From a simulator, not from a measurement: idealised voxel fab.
Process module heading - voxel local oxidation
Each square cell in cross-section cut measures 5 nm, and the section as a whole is 295 nm wide.
Cross-section, as written here: a square-cell grid given band by band from the top down, where a band holds one or more rows of cells. Quick guide to a band line: top height, bottom height (nm) up front; then every material left to right with its width in nm. Only one material and it's marked "full width"? Then it fills the band edge to edge. And "empty" just means empty space. Ref level 0: as-received wafer is one material below here. Bottom band extends down with no lower bound ("top 0, no bottom"). Width: "30->40" (first number = top row, second number = bottom row, same change from row to row of cells). You'll sometimes find "remained the same" written for a step, and that's the way of saying that nowhere in the cross-section did a cell change during that step. Listed in "Closed void listing": every empty space of 8 or more cells without an open way to the top. Form: width x height at distance, the distance being from the left edge, all in nm. Post-settings text on a step line: simulator's own remark regarding the step. "overlay nm", when on a step's line for a step with a mask, measures how far to the right of its planned place the mask lay; a negative measure means to the left.

Set out below are the planned steps of the process
1) RECEIVE with material Si
2) CONFORMAL_DEP with material SiO2, thk nm 5
3) CONFORMAL_DEP with material SiN, thk nm 10
4) DIRECTIONAL_DEP with material aC, thk nm 10
5) PATTERN with tone cover, mask id ACTIVE, material resist, width nm 95, pitch nm 135, thk nm 30, overlay nm 0
6) DIRECTIONAL_ETCH with etch materials aC, depth nm 10
7) STRIP with etch materials resist
8) DIRECTIONAL_ETCH with etch materials SiN, depth nm 10
9) STRIP with etch materials aC
10) SELECTIVE_ETCH with etch materials SiO2, depth nm 5
11) OXIDIZE with depth nm 15
12) STRIP with etch materials SiN
Be aware that, although all wafers share a common starting state, the thk nm at step 2 differs among them, and the plan displays the first wafer's value.

Step 1 complete: as-received cross-section of the first of several wafers
- top 0, no bottom  Si full width
- Closed void listing: none

The figure below presents a cross-section of the first of several wafers at the conclusion of the module, following its last step, step 12
- top 5, bottom 0  empty=35, then SiO2=85, then empty=50, then SiO2=85, then empty=40
- top 0, bottom -15  SiO2=50, then Si=55, then SiO2=80, then Si=55, then SiO2=55
- top -15, no bottom  Si full width
- Closed void listing: none

Cross-section at module completion, last wafer
- top 20, bottom 15  empty=35, then SiO2=85, then empty=50, then SiO2=85, then empty=40
- top 15, bottom 0  SiO2 full width
- top 0, no bottom  Si full width
- Closed void listing: none

Each wafer at the end: cells of each material gained (+) or lost (-) since it was received, then its closed voids
thk nm 5, -111 Si, +145 SiO2, Closed void listing: none
thk nm 10, +93 SiO2, Closed void listing: none
thk nm 15, +152 SiO2, Closed void listing: none
thk nm 20, +211 SiO2, Closed void listing: none
